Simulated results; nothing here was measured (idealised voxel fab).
Process module in this document: voxel capacitor over wiring
cross-section cut | 160 nm wide | cells 5 nm
A cross-section is a grid of square cells, given in bands from the top down. A band is one or more rows of cells.
A band entry consists of two parts. The first gives the height of the band's top and the height of its bottom, in nm. The rest lists the band's materials from left to right, each with its width in nm. A single material labelled with the word "all across" fills the band from edge to edge, and the word "blank" marks empty space.
Heights are expressed relative to 0, this being the level below which the as-received wafer comprises one material exclusively. The lowest band is unbounded in the downward direction and is denoted as in "0 -> down".
The two numbers in a width such as "30->40" mark its ends across the band: the first belongs to the top row of cells, the second to the bottom row, and from each row to the next the width moves by the same amount.
When a step is marked "remained unchanged", none of the cells in the cross-section changed during that step.
You'll see "Catalogued sealed voids" listing empty spaces that have no way open to the top, as long as they're 8 cells or more; the notation is width x height at distance, where the distance is from the left edge, and all of it is in nm.
The remark found on a step's line after its settings is issued by the simulator itself and pertains to that step.
The "overlay nm" setting may appear on a step's line; for a step that uses a mask, it gives how far to the right of its planned position the mask lay, and a negative value indicates the left.
So here's the lineup of process steps we planned
1 RECEIVE | material Si
2 CONFORMAL_DEP | material SiO2 | thk nm 15
3 CONFORMAL_DEP | material SiN | thk nm 5
4 DIRECTIONAL_DEP | material lowk | thk nm 20
5 DIRECTIONAL_DEP | material aC | thk nm 10
6 PATTERN | tone open | mask id METAL_1 | material resist | width nm 30 | pitch nm 95 | thk nm 30 | overlay nm 0
7 DIRECTIONAL_ETCH | etch materials aC | depth nm 10
8 STRIP | etch materials resist
9 DIRECTIONAL_ETCH | etch materials lowk | depth nm 20
10 DIRECTIONAL_ETCH | etch materials SiN | depth nm 5
11 STRIP | etch materials aC
12 CONFORMAL_DEP | material TiN | thk nm 5
13 FILL_DEP | material W | thk nm 10
14 CMP | height nm 40
15 CONFORMAL_DEP | material SiCN | thk nm 5
16 DIRECTIONAL_DEP | material SiO2 | thk nm 10
17 DIRECTIONAL_DEP | material aC | thk nm 15
18 PATTERN | tone open | mask id PLUG_1 | material resist | width nm 15 | thk nm 35 | overlay nm 0
19 DIRECTIONAL_ETCH | etch materials aC | depth nm 15
20 STRIP | etch materials resist
21 DIRECTIONAL_ETCH | etch materials SiO2 | depth nm 10
22 DIRECTIONAL_ETCH | etch materials SiCN | depth nm 5
23 STRIP | etch materials aC
24 CONFORMAL_DEP | material TiN | thk nm 5
25 FILL_DEP | material W | thk nm 5
26 CMP | height nm 55
27 DIRECTIONAL_DEP | material TiN | thk nm 5
28 DIRECTIONAL_DEP | material HfO2 | thk nm 5
29 DIRECTIONAL_DEP | material TiN | thk nm 10
30 PATTERN | tone cover | mask id UPPER_PLATE | material resist | width nm 70 | thk nm 15 | overlay nm 0
31 DIRECTIONAL_ETCH | etch materials TiN | depth nm 10
32 DIRECTIONAL_ETCH | etch materials HfO2 | depth nm 5
33 STRIP | etch materials resist
34 DIRECTIONAL_DEP | material aC | thk nm 10
35 PATTERN | tone cover | mask id LOWER_PLATE | material resist | width nm 80 | thk nm 30 | overlay nm 0
36 DIRECTIONAL_ETCH | etch materials aC | depth nm 10
37 STRIP | etch materials resist
38 DIRECTIONAL_ETCH | etch materials TiN | depth nm 5
39 STRIP | etch materials aC
40 FILL_DEP | material SiO2 | thk nm 15
41 CMP | height nm 85
42 DIRECTIONAL_DEP | material aC | thk nm 15
43 PATTERN | tone open | mask id PLUG_2 | material resist | width nm 15 | thk nm 35 | overlay nm 0
44 DIRECTIONAL_ETCH | etch materials aC | depth nm 15
45 STRIP | etch materials resist
46 DIRECTIONAL_ETCH | etch materials SiO2 | depth nm 10
47 STRIP | etch materials aC
48 CONFORMAL_DEP | material TiN | thk nm 5
49 FILL_DEP | material Cu | thk nm 10
50 CMP | height nm 85
51 CONFORMAL_DEP | material SiCN | thk nm 5
What follows covers the first of two wafers; it ran as planned
Here's what the wafer looked like in cross-section when it arrived - that's after step 1
> 0 -> down | Si all across
> Catalogued sealed voids: none
State of the wafer after step 2, shown in cross-section
> 15 -> 0 | SiO2 all across
> Below a height of 0, the structure has not been altered.
State of the wafer after step 3, shown in cross-section
> 20 -> 15 | SiN all across
> Below a height of 15, the structure has not been altered.
State of the wafer after step 4, shown in cross-section
> 40 -> 20 | lowk all across
> Below a height of 20, the structure has not been altered.
State of the wafer after step 5, shown in cross-section
> 50 -> 40 | aC all across
> Below a height of 40, the structure has not been altered.
State of the wafer after step 6, shown in cross-section
> 80 -> 50 | resist=15; blank=30; resist=65; blank=30; resist=20
> Below a height of 50, the structure has not been altered.
State of the wafer after step 7, shown in cross-section
> 70 -> 50 | resist=15; blank=30; resist=65; blank=30; resist=20
> 50 -> 40 | aC=15; blank=30; aC=65; blank=30; aC=20
> Below a height of 40, the structure has not been altered.
State of the wafer after step 8, shown in cross-section
> 50 -> 40 | aC=15; blank=30; aC=65; blank=30; aC=20
> Below a height of 40, the structure has not been altered.
State of the wafer after step 9, shown in cross-section
> 50 -> 40 | aC=15; blank=30; aC=65; blank=30; aC=20
> 40 -> 20 | lowk=15; blank=30; lowk=65; blank=30; lowk=20
> Below a height of 20, the structure has not been altered.
State of the wafer after step 10, shown in cross-section
> 50 -> 40 | aC=15; blank=30; aC=65; blank=30; aC=20
> 40 -> 20 | lowk=15; blank=30; lowk=65; blank=30; lowk=20
> 20 -> 15 | SiN=15; blank=30; SiN=65; blank=30; SiN=20
> Below a height of 15, the structure has not been altered.
State of the wafer after step 11, shown in cross-section
> 40 -> 20 | lowk=15; blank=30; lowk=65; blank=30; lowk=20
> Below a height of 20, the structure has not been altered.
State of the wafer after step 12, shown in cross-section
> 45 -> 40 | TiN=20; blank=20; TiN=75; blank=20; TiN=25
> 40 -> 20 | lowk=15; TiN=5; blank=20; TiN=5; lowk=65; TiN=5; blank=20; TiN=5; lowk=20
> 20 -> 15 | SiN=15; TiN=30; SiN=65; TiN=30; SiN=20
> Below a height of 15, the structure has not been altered.
State of the wafer after step 13, shown in cross-section
> 55 -> 45 | W all across
> 45 -> 40 | TiN=20; W=20; TiN=75; W=20; TiN=25
> 40 -> 20 | lowk=15; TiN=5; W=20; TiN=5; lowk=65; TiN=5; W=20; TiN=5; lowk=20
> Below a height of 20, the structure has not been altered.
State of the wafer after step 14, shown in cross-section
> 40 -> 20 | lowk=15; TiN=5; W=20; TiN=5; lowk=65; TiN=5; W=20; TiN=5; lowk=20
> Below a height of 20, the structure has not been altered.
State of the wafer after step 15, shown in cross-section
> 45 -> 40 | SiCN all across
> Below a height of 40, the structure has not been altered.
State of the wafer after step 16, shown in cross-section
> 55 -> 45 | SiO2 all across
> Below a height of 45, the structure has not been altered.
State of the wafer after step 17, shown in cross-section
> 70 -> 55 | aC all across
> Below a height of 55, the structure has not been altered.
State of the wafer after step 18, shown in cross-section
> 105 -> 70 | resist=30; blank=15; resist=115
> Below a height of 70, the structure has not been altered.
State of the wafer after step 19, shown in cross-section
> 90 -> 70 | resist=30; blank=15; resist=115
> 70 -> 55 | aC=30; blank=15; aC=115
> Below a height of 55, the structure has not been altered.
State of the wafer after step 20, shown in cross-section
> 70 -> 55 | aC=30; blank=15; aC=115
> Below a height of 55, the structure has not been altered.
State of the wafer after step 21, shown in cross-section
> 70 -> 55 | aC=30; blank=15; aC=115
> 55 -> 45 | SiO2=30; blank=15; SiO2=115
> Below a height of 45, the structure has not been altered.
State of the wafer after step 22, shown in cross-section
> 70 -> 55 | aC=30; blank=15; aC=115
> 55 -> 45 | SiO2=30; blank=15; SiO2=115
> 45 -> 40 | SiCN=30; blank=15; SiCN=115
> Below a height of 40, the structure has not been altered.
State of the wafer after step 23, shown in cross-section
> 55 -> 45 | SiO2=30; blank=15; SiO2=115
> Below a height of 45, the structure has not been altered.
State of the wafer after step 24, shown in cross-section
> 60 -> 55 | TiN=35; blank=5; TiN=120
> 55 -> 45 | SiO2=30; TiN=5; blank=5; TiN=5; SiO2=115
> 45 -> 40 | SiCN=30; TiN=15; SiCN=115
> Below a height of 40, the structure has not been altered.
State of the wafer after step 25, shown in cross-section
> 65 -> 60 | W all across
> 60 -> 55 | TiN=35; W=5; TiN=120
> 55 -> 45 | SiO2=30; TiN=5; W=5; TiN=5; SiO2=115
> Below a height of 45, the structure has not been altered.
State of the wafer after step 26, shown in cross-section
> 55 -> 45 | SiO2=30; TiN=5; W=5; TiN=5; SiO2=115
> Below a height of 45, the structure has not been altered.
State of the wafer after step 27, shown in cross-section
> 60 -> 55 | TiN all across
> Below a height of 55, the structure has not been altered.
State of the wafer after step 28, shown in cross-section
> 65 -> 60 | HfO2 all across
> Below a height of 60, the structure has not been altered.
State of the wafer after step 29, shown in cross-section
> 75 -> 65 | TiN all across
> Below a height of 65, the structure has not been altered.
State of the wafer after step 30, shown in cross-section
> 90 -> 75 | blank=30; resist=70; blank=60
> Below a height of 75, the structure has not been altered.
State of the wafer after step 31, shown in cross-section
> 90 -> 75 | blank=30; resist=70; blank=60
> 75 -> 65 | blank=30; TiN=70; blank=60
> Below a height of 65, the structure has not been altered.
State of the wafer after step 32, shown in cross-section
> 90 -> 75 | blank=30; resist=70; blank=60
> 75 -> 65 | blank=30; TiN=70; blank=60
> 65 -> 60 | blank=30; HfO2=70; blank=60
> Below a height of 60, the structure has not been altered.
State of the wafer after step 33, shown in cross-section
> 75 -> 65 | blank=30; TiN=70; blank=60
> Below a height of 65, the structure has not been altered.
State of the wafer after step 34, shown in cross-section
> 85 -> 75 | blank=30; aC=70; blank=60
> 75 -> 70 | blank=30; TiN=70; blank=60
> 70 -> 65 | aC=30; TiN=70; aC=60
> 65 -> 60 | aC=30; HfO2=70; aC=60
> Below a height of 60, the structure has not been altered.
State of the wafer after step 35, shown in cross-section
> 115 -> 85 | blank=25; resist=80; blank=55
> 85 -> 75 | blank=25; resist=5; aC=70; resist=5; blank=55
> 75 -> 70 | blank=25; resist=5; TiN=70; resist=5; blank=55
> Below a height of 70, the structure has not been altered.
State of the wafer after step 36, shown in cross-section
> 105 -> 85 | blank=25; resist=80; blank=55
> 85 -> 75 | blank=25; resist=5; aC=70; resist=5; blank=55
> 75 -> 70 | blank=25; resist=5; TiN=70; resist=5; blank=55
> 70 -> 65 | blank=25; aC=5; TiN=70; aC=5; blank=55
> 65 -> 60 | blank=25; aC=5; HfO2=70; aC=5; blank=55
> Below a height of 60, the structure has not been altered.
State of the wafer after step 37, shown in cross-section
> 85 -> 75 | blank=30; aC=70; blank=60
> 75 -> 70 | blank=30; TiN=70; blank=60
> Below a height of 70, the structure has not been altered.
State of the wafer after step 38, shown in cross-section
> 85 -> 75 | blank=30; aC=70; blank=60
> 75 -> 70 | blank=30; TiN=70; blank=60
> 70 -> 65 | blank=25; aC=5; TiN=70; aC=5; blank=55
> 65 -> 60 | blank=25; aC=5; HfO2=70; aC=5; blank=55
> 60 -> 55 | blank=25; TiN=80; blank=55
> Below a height of 55, the structure has not been altered.
State of the wafer after step 39, shown in cross-section
> 75 -> 65 | blank=30; TiN=70; blank=60
> 65 -> 60 | blank=30; HfO2=70; blank=60
> Below a height of 60, the structure has not been altered.
State of the wafer after step 40, shown in cross-section
> 90 -> 75 | SiO2 all across
> 75 -> 65 | SiO2=30; TiN=70; SiO2=60
> 65 -> 60 | SiO2=30; HfO2=70; SiO2=60
> 60 -> 55 | SiO2=25; TiN=80; SiO2=55
> Below a height of 55, the structure has not been altered.
State of the wafer after step 41, shown in cross-section
> 85 -> 75 | SiO2 all across
> Below a height of 75, the structure has not been altered.
State of the wafer after step 42, shown in cross-section
> 100 -> 85 | aC all across
> Below a height of 85, the structure has not been altered.
State of the wafer after step 43, shown in cross-section
> 135 -> 100 | resist=40; blank=15; resist=105
> Below a height of 100, the structure has not been altered.
State of the wafer after step 44, shown in cross-section
> 120 -> 100 | resist=40; blank=15; resist=105
> 100 -> 85 | aC=40; blank=15; aC=105
> Below a height of 85, the structure has not been altered.
State of the wafer after step 45, shown in cross-section
> 100 -> 85 | aC=40; blank=15; aC=105
> Below a height of 85, the structure has not been altered.
State of the wafer after step 46, shown in cross-section
> 100 -> 85 | aC=40; blank=15; aC=105
> 85 -> 75 | SiO2=40; blank=15; SiO2=105
> Below a height of 75, the structure has not been altered.
State of the wafer after step 47, shown in cross-section
> 85 -> 75 | SiO2=40; blank=15; SiO2=105
> Below a height of 75, the structure has not been altered.
State of the wafer after step 48, shown in cross-section
> 90 -> 85 | TiN=45; blank=5; TiN=110
> 85 -> 80 | SiO2=40; TiN=5; blank=5; TiN=5; SiO2=105
> 80 -> 75 | SiO2=40; TiN=15; SiO2=105
> Below a height of 75, the structure has not been altered.
State of the wafer after step 49, shown in cross-section
> 100 -> 90 | Cu all across
> 90 -> 85 | TiN=45; Cu=5; TiN=110
> 85 -> 80 | SiO2=40; TiN=5; Cu=5; TiN=5; SiO2=105
> Below a height of 80, the structure has not been altered.
State of the wafer after step 50, shown in cross-section
> 85 -> 80 | SiO2=40; TiN=5; Cu=5; TiN=5; SiO2=105
> Below a height of 80, the structure has not been altered.
State of the wafer after step 51, shown in cross-section
> 90 -> 85 | SiCN all across
> Below a height of 85, the structure has not been altered.
Second wafer: like start, like plan, one mistake. Through step 29 it matches the first wafer
Second wafer profile in section, at the moment step 30 of the plan was meant to be complete
> 90 -> 75 | blank=35; resist=65; blank=60
> Below a height of 75, the structure has not been altered.
Second wafer profile in section, at the moment step 31 of the plan was meant to be complete
> 90 -> 75 | blank=35; resist=65; blank=60
> 75 -> 65 | blank=35; TiN=65; blank=60
> Below a height of 65, the structure has not been altered.
Second wafer profile in section, at the moment step 32 of the plan was meant to be complete
> 90 -> 75 | blank=35; resist=65; blank=60
> 75 -> 65 | blank=35; TiN=65; blank=60
> 65 -> 60 | blank=35; HfO2=65; blank=60
> Below a height of 60, the structure has not been altered.
Second wafer profile in section, at the moment step 33 of the plan was meant to be complete
> 75 -> 65 | blank=35; TiN=65; blank=60
> Below a height of 65, the structure has not been altered.
Second wafer profile in section, at the moment step 34 of the plan was meant to be complete
> 85 -> 75 | blank=35; aC=65; blank=60
> 75 -> 70 | blank=35; TiN=65; blank=60
> 70 -> 65 | aC=35; TiN=65; aC=60
> 65 -> 60 | aC=35; HfO2=65; aC=60
> Below a height of 60, the structure has not been altered.
Second wafer profile in section, at the moment step 35 of the plan was meant to be complete
> 115 -> 85 | blank=25; resist=80; blank=55
> 85 -> 75 | blank=25; resist=10; aC=65; resist=5; blank=55
> 75 -> 70 | blank=25; resist=10; TiN=65; resist=5; blank=55
> Below a height of 70, the structure has not been altered.
Second wafer profile in section, at the moment step 36 of the plan was meant to be complete
> 105 -> 85 | blank=25; resist=80; blank=55
> 85 -> 75 | blank=25; resist=10; aC=65; resist=5; blank=55
> 75 -> 70 | blank=25; resist=10; TiN=65; resist=5; blank=55
> 70 -> 65 | blank=25; aC=10; TiN=65; aC=5; blank=55
> 65 -> 60 | blank=25; aC=10; HfO2=65; aC=5; blank=55
> Below a height of 60, the structure has not been altered.
Second wafer profile in section, at the moment step 37 of the plan was meant to be complete
> 85 -> 75 | blank=35; aC=65; blank=60
> 75 -> 70 | blank=35; TiN=65; blank=60
> Below a height of 70, the structure has not been altered.
Second wafer profile in section, at the moment step 38 of the plan was meant to be complete
> 85 -> 75 | blank=35; aC=65; blank=60
> 75 -> 70 | blank=35; TiN=65; blank=60
> 70 -> 65 | blank=25; aC=10; TiN=65; aC=5; blank=55
> 65 -> 60 | blank=25; aC=10; HfO2=65; aC=5; blank=55
> 60 -> 55 | blank=25; TiN=80; blank=55
> Below a height of 55, the structure has not been altered.
Second wafer profile in section, at the moment step 39 of the plan was meant to be complete
> 75 -> 65 | blank=35; TiN=65; blank=60
> 65 -> 60 | blank=35; HfO2=65; blank=60
> Below a height of 60, the structure has not been altered.
Second wafer profile in section, at the moment step 40 of the plan was meant to be complete
> 90 -> 75 | SiO2 all across
> 75 -> 65 | SiO2=35; TiN=65; SiO2=60
> 65 -> 60 | SiO2=35; HfO2=65; SiO2=60
> 60 -> 55 | SiO2=25; TiN=80; SiO2=55
> Below a height of 55, the structure has not been altered.
Second wafer profile in section, at the moment step 41 of the plan was meant to be complete
> 85 -> 75 | SiO2 all across
> Below a height of 75, the structure has not been altered.
Second wafer profile in section, at the moment step 42 of the plan was meant to be complete
> 100 -> 85 | aC all across
> Below a height of 85, the structure has not been altered.
Second wafer profile in section, at the moment step 43 of the plan was meant to be complete
> 135 -> 100 | resist=40; blank=15; resist=105
> Below a height of 100, the structure has not been altered.
Second wafer profile in section, at the moment step 44 of the plan was meant to be complete
> 120 -> 100 | resist=40; blank=15; resist=105
> 100 -> 85 | aC=40; blank=15; aC=105
> Below a height of 85, the structure has not been altered.
Second wafer profile in section, at the moment step 45 of the plan was meant to be complete
> 100 -> 85 | aC=40; blank=15; aC=105
> Below a height of 85, the structure has not been altered.
Second wafer profile in section, at the moment step 46 of the plan was meant to be complete
> 100 -> 85 | aC=40; blank=15; aC=105
> 85 -> 75 | SiO2=40; blank=15; SiO2=105
> Below a height of 75, the structure has not been altered.
Second wafer profile in section, at the moment step 47 of the plan was meant to be complete
> 85 -> 75 | SiO2=40; blank=15; SiO2=105
> Below a height of 75, the structure has not been altered.
Second wafer profile in section, at the moment step 48 of the plan was meant to be complete
> 90 -> 85 | TiN=45; blank=5; TiN=110
> 85 -> 80 | SiO2=40; TiN=5; blank=5; TiN=5; SiO2=105
> 80 -> 75 | SiO2=40; TiN=15; SiO2=105
> Below a height of 75, the structure has not been altered.
Second wafer profile in section, at the moment step 49 of the plan was meant to be complete
> 100 -> 90 | Cu all across
> 90 -> 85 | TiN=45; Cu=5; TiN=110
> 85 -> 80 | SiO2=40; TiN=5; Cu=5; TiN=5; SiO2=105
> Below a height of 80, the structure has not been altered.
Second wafer profile in section, at the moment step 50 of the plan was meant to be complete
> 85 -> 80 | SiO2=40; TiN=5; Cu=5; TiN=5; SiO2=105
> Below a height of 80, the structure has not been altered.
Second wafer profile in section, at the moment step 51 of the plan was meant to be complete
> 90 -> 85 | SiCN all across
> Below a height of 85, the structure has not been altered.
Run error: off-plan run, step 30, actual operation and settings PATTERN | tone cover | mask id UPPER_PLATE | material resist | width nm 65 | thk nm 15 | overlay nm 0
Wrapping up, a cell-based count of both wafers puts the second over or under the first for these materials: HfO2 -1, SiO2 +3, TiN -2
